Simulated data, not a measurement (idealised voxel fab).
Process module heading - voxel wiring stack
Displayed cross-section: cut, width of 155 nm, square cells sized 5 nm.
In this document a cross-section is written as a grid of square cells. It is given as a series of bands, listed from the top down, and a band is one or more rows of cells. Top, bottom (nm), then materials left to right with widths (nm); lone material tagged "all across" fills the whole band edge to edge; "air" = empty space. Measure heights from 0. That's the level where, below it, the as-received wafer is all one material. The lowest band is bottomless and extends downward; write it as in "0 and below". Width "30..40": first value at the band's top row of cells, second value at its bottom row, equal change from row to row. What does "remains unaltered" mean for a step? It means no cell of the cross-section changed in that step. The label "Fully enclosed voids" introduces a list of the empty spaces, 8 cells or larger, that have no open way up to the top; each entry in it reads width x height at distance, where the distance is taken from the left edge and all three are stated in nm. Text after the settings on a step's line: the simulator's own remark on that step. "overlay nm", when on a step's line for a step with a mask, measures how far to the right of its planned place the mask lay; a negative measure means to the left.

List of planned process steps
1,RECEIVE with material Si
2,CONFORMAL_DEP with material SiO2, thk nm 15
3,DIRECTIONAL_DEP with material TiN, thk nm 5
4,DIRECTIONAL_DEP with material W, thk nm 15
5,MASKED_ETCH with tone cover, mask id METAL_1, width nm 20, pitch nm 45, etch materials W, depth nm 15, overlay nm 0
6,MASKED_ETCH with tone cover, mask id METAL_1, width nm 15, pitch nm 45, etch materials TiN, depth nm 5, overlay nm 0
7,CONFORMAL_DEP with material SiN, thk nm 5
8,FILL_DEP with material lowk, thk nm 5
9,CMP with height nm 35
10,CONFORMAL_DEP with material SiCN, thk nm 5
11,DIRECTIONAL_DEP with material lowk, thk nm 15
12,PATTERN with tone open, mask id PLUG_1, material resist, width nm 15, pitch nm 90, thk nm 15, overlay nm 0
13,DIRECTIONAL_ETCH with etch materials lowk, depth nm 15
14,DIRECTIONAL_ETCH with etch materials SiCN, depth nm 5
15,STRIP with etch materials resist
16,CONFORMAL_DEP with material TiN, thk nm 5
17,FILL_DEP with material W, thk nm 10
18,CMP with height nm 55
19,CONFORMAL_DEP with material SiN, thk nm 5
20,DIRECTIONAL_DEP with material SiO2, thk nm 25
21,DIRECTIONAL_DEP with material aC, thk nm 15
22,PATTERN with tone open, mask id METAL_2, material resist, width nm 20, pitch nm 45, thk nm 30, overlay nm 0
23,DIRECTIONAL_ETCH with etch materials aC, depth nm 15
24,STRIP with etch materials resist
25,DIRECTIONAL_ETCH with etch materials SiO2, depth nm 25
26,DIRECTIONAL_ETCH with etch materials SiN, depth nm 5
27,STRIP with etch materials aC
28,CONFORMAL_DEP with material TiN, thk nm 5
29,FILL_DEP with material W, thk nm 10
30,CMP with height nm 85
31,CONFORMAL_DEP with material SiCN, thk nm 5
32,DIRECTIONAL_DEP with material SiO2, thk nm 20
33,DIRECTIONAL_DEP with material aC, thk nm 10
34,PATTERN with tone open, mask id PLUG_2, material resist, width nm 15, pitch nm 90, thk nm 30, overlay nm 0
35,DIRECTIONAL_ETCH with etch materials aC, depth nm 10
36,STRIP with etch materials resist
37,DIRECTIONAL_ETCH with etch materials SiO2, depth nm 20
38,DIRECTIONAL_ETCH with etch materials SiCN, depth nm 5
39,STRIP with etch materials aC
40,EPI with material Ru, thk nm 10
41,EPI with material Ru, thk nm 10
42,EPI with material Ru, thk nm 5
43,CONFORMAL_DEP with material SiN, thk nm 5
44,DIRECTIONAL_DEP with material lowk, thk nm 25
45,MASKED_ETCH with tone open, mask id METAL_3, width nm 20, pitch nm 45, etch materials lowk, depth nm 25, overlay nm 0
46,MASKED_ETCH with tone open, mask id METAL_3, width nm 20, pitch nm 45, etch materials SiN, depth nm 5, overlay nm 0
47,CONFORMAL_DEP with material TiN, thk nm 5
48,FILL_DEP with material Cu, thk nm 10
49,CMP with height nm 140
50,CONFORMAL_DEP with material SiCN, thk nm 5
51,DIRECTIONAL_DEP with material lowk, thk nm 10
52,DIRECTIONAL_DEP with material aC, thk nm 10
53,PATTERN with tone open, mask id PLUG_3, material resist, width nm 15, pitch nm 45, thk nm 25, overlay nm 0
54,DIRECTIONAL_ETCH with etch materials aC, depth nm 10
55,STRIP with etch materials resist
56,DIRECTIONAL_ETCH with etch materials lowk, depth nm 10
57,DIRECTIONAL_ETCH with etch materials SiCN, depth nm 5
58,STRIP with etch materials aC
59,CONFORMAL_DEP with material TiN, thk nm 5
60,FILL_DEP with material W, thk nm 5
61,CMP with height nm 155
62,DIRECTIONAL_DEP with material TiN, thk nm 5
63,DIRECTIONAL_DEP with material W, thk nm 15
64,PATTERN with tone cover, mask id METAL_4, material resist, width nm 20, pitch nm 45, thk nm 20, overlay nm 0
65,DIRECTIONAL_ETCH with etch materials W, depth nm 15
66,DIRECTIONAL_ETCH with etch materials TiN, depth nm 5
67,STRIP with etch materials resist
68,CONFORMAL_DEP with material SiCN, thk nm 5
69,FILL_DEP with material lowk, thk nm 5
70,CMP with height nm 175
71,CONFORMAL_DEP with material SiCN, thk nm 5
For clarity, it should be stated that the wafers under discussion commence in an identical condition and differ with respect to the width nm of step 6, the plan indicating the value that the first wafer had.

As-received state after step 1, first of several wafers, cross-section
    0 and below: Si all across
    Fully enclosed voids: none

Each row below is a wafer at the end of the module, listing for every material the number of cells it has gained (+) or lost (-) since it was received, followed by its closed voids
width nm 15; +30 Cu; +30 Ru; +140 SiCN; +75 SiN; +288 SiO2; +147 TiN; +114 W; +292 lowk; Fully enclosed voids: none
width nm 20; +30 Cu; +30 Ru; +140 SiCN; +75 SiN; +288 SiO2; +147 TiN; +114 W; +292 lowk; Fully enclosed voids: none
width nm 25; +30 Cu; +30 Ru; +140 SiCN; +75 SiN; +288 SiO2; +150 TiN; +114 W; +289 lowk; Fully enclosed voids: none
width nm 30; +30 Cu; +30 Ru; +140 SiCN; +75 SiN; +288 SiO2; +153 TiN; +114 W; +286 lowk; Fully enclosed voids: none
